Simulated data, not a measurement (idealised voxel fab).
Process module name: voxel capacitor over wiring
We display cut, a cross-section 150 nm in width whose square cells are each 5 nm.
This document writes a cross-section as a grid whose cells are square, and gives it as bands, listed from the top down; one or more rows of cells form a band. Look at the band entry: it leads with the top's height and the bottom's height in nm. Then it lists the materials left to right, with a width in nm for each. The word "edge to edge" on a single material says that material fills the band edge to edge. The word "air" is empty space. Counting heights begins at 0, where everything beneath is, in the wafer as received, one material. The lowest band has no bottom; it goes on downwards, as "0..down" shows. The width entry "30 to 40" should be interpreted row by row: the top row of cells in the band takes the first number, the bottom row takes the second number, and the change between adjacent rows is uniform throughout. It should be understood that the words "nothing different", when stated for a given step, signify that the cross-section underwent no change in any of its cells during that step. Each empty space that has no open way to the top and spans at least 8 cells appears under "Closed void list" as width x height at distance, the distance counted from the left edge, all in nm. If you see something after the settings on a step's line, that's the simulator's own remark about that step. Steps that use a mask can have "overlay nm" on their line. It says how far the mask sat to the right of where it was meant to be. Negative means to the left.
## The following list gives the planned process steps
1: RECEIVE,material Si
2: CONFORMAL_DEP,material SiO2,thk nm 15
3: CONFORMAL_DEP,material SiCN,thk nm 5
4: DIRECTIONAL_DEP,material lowk,thk nm 20
5: DIRECTIONAL_DEP,material aC,thk nm 15
6: PATTERN,tone open,mask id METAL_1,material resist,width nm 20,pitch nm 90,thk nm 35,overlay nm 0
7: DIRECTIONAL_ETCH,etch materials aC,depth nm 15
8: STRIP,etch materials resist
9: DIRECTIONAL_ETCH,etch materials lowk,depth nm 20
10: DIRECTIONAL_ETCH,etch materials SiCN,depth nm 5
11: STRIP,etch materials aC
12: CONFORMAL_DEP,material TiN,thk nm 5
13: FILL_DEP,material Cu,thk nm 10
14: CMP,height nm 40
15: CONFORMAL_DEP,material SiCN,thk nm 5
16: DIRECTIONAL_DEP,material SiO2,thk nm 10
17: DIRECTIONAL_DEP,material aC,thk nm 10
18: PATTERN,tone open,mask id PLUG_1,material resist,width nm 15,thk nm 25,overlay nm 0
19: DIRECTIONAL_ETCH,etch materials aC,depth nm 10
20: STRIP,etch materials resist
21: DIRECTIONAL_ETCH,etch materials SiO2,depth nm 10
22: DIRECTIONAL_ETCH,etch materials SiCN,depth nm 5
23: STRIP,etch materials aC
24: EPI,material Ru,thk nm 10
25: EPI,material Ru,thk nm 5
26: DIRECTIONAL_DEP,material TiN,thk nm 10
27: DIRECTIONAL_DEP,material SiN,thk nm 5
28: DIRECTIONAL_DEP,material TiN,thk nm 10
29: MASKED_ETCH,tone cover,mask id UPPER_PLATE,width nm 75,etch materials TiN,depth nm 10,overlay nm 0
30: MASKED_ETCH,tone cover,mask id UPPER_PLATE,width nm 75,etch materials SiN,depth nm 5,overlay nm 0
31: MASKED_ETCH,tone cover,mask id LOWER_PLATE,width nm 85,etch materials TiN,depth nm 10,overlay nm 0
32: FILL_DEP,material SiO2,thk nm 15
33: CMP,height nm 90
34: MASKED_ETCH,tone open,mask id PLUG_2,width nm 15,etch materials SiO2,depth nm 10,overlay nm 0
35: CONFORMAL_DEP,material TiN,thk nm 5
36: FILL_DEP,material Cu,thk nm 10
37: CMP,height nm 90
38: CONFORMAL_DEP,material SiCN,thk nm 5
## Cross-section, incoming material, after step 1
	0..down = Si edge to edge
	Closed void list: none
## The first of two wafers, cross-sectioned at the end of the module, with the run proceeding as planned
	95..90 = SiCN edge to edge
	90..85 = SiO2: 35, then TiN: 5, then Cu: 5, then TiN: 5, then SiO2: 100
	85..80 = SiO2: 35, then TiN: 15, then SiO2: 100
	80..70 = SiO2: 25, then TiN: 75, then SiO2: 50
	70..65 = SiO2: 25, then SiN: 75, then SiO2: 50
	65..55 = SiO2: 20, then TiN: 85, then SiO2: 45
	55..45 = SiO2: 25, then Ru: 15, then SiO2: 110
	45..40 = SiCN: 25, then Ru: 15, then SiCN: 110
	40..20 = lowk: 20, then TiN: 5, then Cu: 10, then TiN: 5, then lowk: 70, then TiN: 5, then Cu: 10, then TiN: 5, then lowk: 20
	20..15 = SiCN: 20, then TiN: 20, then SiCN: 70, then TiN: 20, then SiCN: 20
	15..0 = SiO2 edge to edge
	0..down = Si edge to edge
	Closed void list: none
## Second wafer through the module, sectioned at the end: same beginning and same plan as the first wafer, with one mistake in carrying it out
	95..90 = SiCN edge to edge
	90..85 = SiO2: 35, then TiN: 5, then Cu: 5, then TiN: 5, then SiO2: 100
	85..80 = SiO2: 35, then TiN: 15, then SiO2: 100
	80..70 = SiO2: 40, then TiN: 60, then SiO2: 50
	70..65 = SiO2: 25, then TiN: 15, then SiN: 60, then SiO2: 50
	65..60 = SiO2: 20, then TiN: 85, then SiO2: 45
	60..55 = SiO2: 20, then TiN: 5, then SiN: 15, then TiN: 65, then SiO2: 45
	55..45 = SiO2: 25, then TiN: 15, then SiO2: 110
	45..40 = lowk edge to edge
	40..20 = lowk: 20, then TiN: 5, then Cu: 10, then TiN: 5, then lowk: 70, then TiN: 5, then Cu: 10, then TiN: 5, then lowk: 20
	20..15 = SiCN: 20, then TiN: 20, then SiCN: 70, then TiN: 20, then SiCN: 20
	15..0 = SiO2 edge to edge
	0..down = Si edge to edge
	Closed void list: none
So what did we get wrong on this run? step 15 off recipe, ran as CONFORMAL_DEP,material lowk,thk nm 5
The second wafer ends with more or fewer cells of some materials than the first, per final count: 9 fewer of Ru, 27 fewer of SiCN, 6 more of SiO2, 30 more of lowk
